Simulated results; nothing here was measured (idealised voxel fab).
This section sets out a process module, namely voxel ribs on slabs.
We display cut, a cross-section 295 nm in width whose square cells are each 5 nm.
Notation: cross-section as square-cell grid; stated in bands, top first, going down; one or more cell rows per band.
A band entry consists of two parts. The first gives the height of the band's top and the height of its bottom, in nm. The rest lists the band's materials from left to right, each with its width in nm. A single material labelled with the word "everywhere" fills the band from edge to edge, and the word "air" marks empty space.
Heights are measured from 0, the level below which the as-received wafer is all one material; the lowest band has no bottom and continues downward, written as in "from 0 down".
Per-row width for "30..40": begins at first number (top row of band), ends at second number (bottom row), increment between rows held constant.
"no alteration" after a step means that no cell of the cross-section changed.
The entry titled "Sealed internal cavities" provides the empty spaces that have no open way to the top, restricted to those of 8 cells or more. Each is presented as width x height at distance, the distance being measured from the left edge, with all three in nm.
What comes after the settings on a step's line is commentary from the simulator itself on that step.
Each step line may optionally specify "overlay nm", which for a step with a mask gives the rightward distance between the mask's planned place and where it lay, a negative value indicating the leftward direction.
## Below is the list of planned process steps
1,RECEIVE: material Si
2,DIRECTIONAL_DEP: material SiO2, thk nm 20
3,DIRECTIONAL_DEP: material polySi, thk nm 25
4,DIRECTIONAL_DEP: material aC, thk nm 10
5,PATTERN: tone cover, mask id RIB, material resist, width nm 15, thk nm 30, overlay nm 0
6,DIRECTIONAL_ETCH: etch materials aC, depth nm 10
7,STRIP: etch materials resist
8,DIRECTIONAL_ETCH: etch materials polySi, depth nm 15
9,STRIP: etch materials aC
10,DIRECTIONAL_DEP: material aC, thk nm 15
11,PATTERN: tone cover, mask id SLAB, material resist, width nm 55, thk nm 35, overlay nm 0
12,DIRECTIONAL_ETCH: etch materials aC, depth nm 15
13,STRIP: etch materials resist
14,DIRECTIONAL_ETCH: etch materials polySi, depth nm 10
15,STRIP: etch materials aC
16,FILL_DEP: material SiO2, thk nm 15
17,CMP: height nm 55
18,DIRECTIONAL_DEP: material TiN, thk nm 10
19,PATTERN: tone cover, mask id HEATER, material resist, width nm 25, thk nm 20, overlay nm 0
20,DIRECTIONAL_ETCH: etch materials TiN, depth nm 10
21,STRIP: etch materials resist
22,CONFORMAL_DEP: material SiO2, thk nm 5
## The first of a set of two wafers, run to plan
## So this is the incoming wafer in cross-section - it's already been through step 1
    from 0 down = Si everywhere
    Sealed internal cavities: none
## The following cross-section depicts the wafer upon completion of step 2
    from 20 to 0 = SiO2 everywhere
    Everything below 0 is unchanged.
## The following cross-section depicts the wafer upon completion of step 3
    from 45 to 20 = polySi everywhere
    Everything below 20 is unchanged.
## The following cross-section depicts the wafer upon completion of step 4
    from 55 to 45 = aC everywhere
    Everything below 45 is unchanged.
## The following cross-section depicts the wafer upon completion of step 5
    from 85 to 55 = air 140 nm  resist 15 nm  air 140 nm
    Everything below 55 is unchanged.
## The following cross-section depicts the wafer upon completion of step 6
    from 75 to 55 = air 140 nm  resist 15 nm  air 140 nm
    from 55 to 45 = air 140 nm  aC 15 nm  air 140 nm
    Everything below 45 is unchanged.
## The following cross-section depicts the wafer upon completion of step 7
    from 55 to 45 = air 140 nm  aC 15 nm  air 140 nm
    Everything below 45 is unchanged.
## The following cross-section depicts the wafer upon completion of step 8
    from 55 to 45 = air 140 nm  aC 15 nm  air 140 nm
    from 45 to 30 = air 140 nm  polySi 15 nm  air 140 nm
    Everything below 30 is unchanged.
## The following cross-section depicts the wafer upon completion of step 9
    from 45 to 30 = air 140 nm  polySi 15 nm  air 140 nm
    Everything below 30 is unchanged.
## The following cross-section depicts the wafer upon completion of step 10
    from 60 to 45 = air 140 nm  aC 15 nm  air 140 nm
    from 45 to 30 = aC 140 nm  polySi 15 nm  aC 140 nm
    Everything below 30 is unchanged.
## The following cross-section depicts the wafer upon completion of step 11
    from 95 to 60 = air 120 nm  resist 55 nm  air 120 nm
    from 60 to 45 = air 120 nm  resist 20 nm  aC 15 nm  resist 20 nm  air 120 nm
    Everything below 45 is unchanged.
## The following cross-section depicts the wafer upon completion of step 12
    from 80 to 60 = air 120 nm  resist 55 nm  air 120 nm
    from 60 to 45 = air 120 nm  resist 20 nm  aC 15 nm  resist 20 nm  air 120 nm
    from 45 to 30 = air 120 nm  aC 20 nm  polySi 15 nm  aC 20 nm  air 120 nm
    Everything below 30 is unchanged.
## The following cross-section depicts the wafer upon completion of step 13
    from 60 to 45 = air 140 nm  aC 15 nm  air 140 nm
    Everything below 45 is unchanged.
## The following cross-section depicts the wafer upon completion of step 14
    from 60 to 45 = air 140 nm  aC 15 nm  air 140 nm
    from 45 to 30 = air 120 nm  aC 20 nm  polySi 15 nm  aC 20 nm  air 120 nm
    from 30 to 20 = air 120 nm  polySi 55 nm  air 120 nm
    Everything below 20 is unchanged.
## The following cross-section depicts the wafer upon completion of step 15
    from 45 to 30 = air 140 nm  polySi 15 nm  air 140 nm
    Everything below 30 is unchanged.
## The following cross-section depicts the wafer upon completion of step 16
    from 60 to 45 = SiO2 everywhere
    from 45 to 30 = SiO2 140 nm  polySi 15 nm  SiO2 140 nm
    from 30 to 20 = SiO2 120 nm  polySi 55 nm  SiO2 120 nm
    Everything below 20 is unchanged.
## The following cross-section depicts the wafer upon completion of step 17
    from 55 to 45 = SiO2 everywhere
    Everything below 45 is unchanged.
## The following cross-section depicts the wafer upon completion of step 18
    from 65 to 55 = TiN everywhere
    Everything below 55 is unchanged.
## The following cross-section depicts the wafer upon completion of step 19
    from 85 to 65 = air 135 nm  resist 25 nm  air 135 nm
    Everything below 65 is unchanged.
## The following cross-section depicts the wafer upon completion of step 20
    from 85 to 65 = air 135 nm  resist 25 nm  air 135 nm
    from 65 to 55 = air 135 nm  TiN 25 nm  air 135 nm
    Everything below 55 is unchanged.
## The following cross-section depicts the wafer upon completion of step 21
    from 65 to 55 = air 135 nm  TiN 25 nm  air 135 nm
    Everything below 55 is unchanged.
## The following cross-section depicts the wafer upon completion of step 22
    from 70 to 65 = air 130 nm  SiO2 35 nm  air 130 nm
    from 65 to 60 = air 130 nm  SiO2 5 nm  TiN 25 nm  SiO2 5 nm  air 130 nm
    from 60 to 55 = SiO2 135 nm  TiN 25 nm  SiO2 135 nm
    Everything below 55 is unchanged.
## Here the second wafer is described. Its start and its plan were those of the first wafer. Its run contained one mistake. Up to and including step 18, it did exactly what the first wafer did
## Cross-sectional representation of the second wafer at the time designated in the plan for the completion of step 19
    from 85 to 65 = air 140 nm  resist 20 nm  air 135 nm
    Everything below 65 is unchanged.
## Cross-sectional representation of the second wafer at the time designated in the plan for the completion of step 20
    from 85 to 65 = air 140 nm  resist 20 nm  air 135 nm
    from 65 to 55 = air 140 nm  TiN 20 nm  air 135 nm
    Everything below 55 is unchanged.
## Cross-sectional representation of the second wafer at the time designated in the plan for the completion of step 21
    from 65 to 55 = air 140 nm  TiN 20 nm  air 135 nm
    Everything below 55 is unchanged.
## Cross-sectional representation of the second wafer at the time designated in the plan for the completion of step 22
    from 70 to 65 = air 135 nm  SiO2 30 nm  air 130 nm
    from 65 to 60 = air 135 nm  SiO2 5 nm  TiN 20 nm  SiO2 5 nm  air 130 nm
    from 60 to 55 = SiO2 140 nm  TiN 20 nm  SiO2 135 nm
    Everything below 55 is unchanged.
Finding, execution versus plan: step 19 was not run as planned; what actually ran was PATTERN: tone cover, mask id HEATER, material resist, width nm 20, thk nm 20, overlay nm 0
Final wafer comparison in cells, second versus first, more or fewer per material: 2 fewer of TiN
